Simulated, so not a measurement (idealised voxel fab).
process module | voxel plated lines
cross-section cut | 180 nm wide | cells 5 nm
A cross-section is a grid of square cells, given in bands from the top down. A band is one or more rows of cells.
Each band's line starts with the height of the band's top and of its bottom, in nm. Then come its materials from left to right, each with its width in nm. One material with "throughout" fills the band from edge to edge. "air" is empty space.
Height 0 is the level under which the wafer as received is all one material. The lowest band goes on downwards, as in "0 down".
A width such as "30 to 40" changes by the same amount from each row of cells to the next, from the band's top row to its bottom row.
"no change" after a step means that no cell of the cross-section changed.
closed voids: empty space of 8 cells or more with no open way to the top, each as width x height at its distance from the left edge, in nm
after a step's settings: what the simulator itself notes on the step
overlay nm, on a step with a mask: how far to the right of its planned place the mask lay; to the left if negative
plan
1 op RECEIVE | material Si
2 op CONFORMAL_DEP | material Al2O3 | thk nm 5
3 op DIRECTIONAL_DEP | material TiN | thk nm 5
4 op PATTERN | tone open | mask id LINES | material resist | width nm 15 | pitch nm 35 | thk nm 40 | overlay nm 0
5 op EPI | material Ru | thk nm 10
6 op EPI | material Ru | thk nm 5
7 op EPI | material Ru | thk nm 5
8 op STRIP | etch materials resist
9 op DIRECTIONAL_ETCH | etch materials TiN | depth nm 5
10 op CONFORMAL_DEP | material SiCN | thk nm 10
as received, after step 1
  0 down: Si throughout
  closed voids: none
a wafer at the end: this start, this plan, one mistake
  40 to 30: air 55 | SiCN 70 | air 55
  30 to 20: SiCN 65 | Ru 15 | SiCN 20 | Ru 15 | SiCN 65
  20 to 10: Ru throughout
  10 to 5: TiN throughout
  5 to 0: Al2O3 throughout
  0 down: Si throughout
  closed voids: none
what went wrong: steps 4 and 5 were swapped
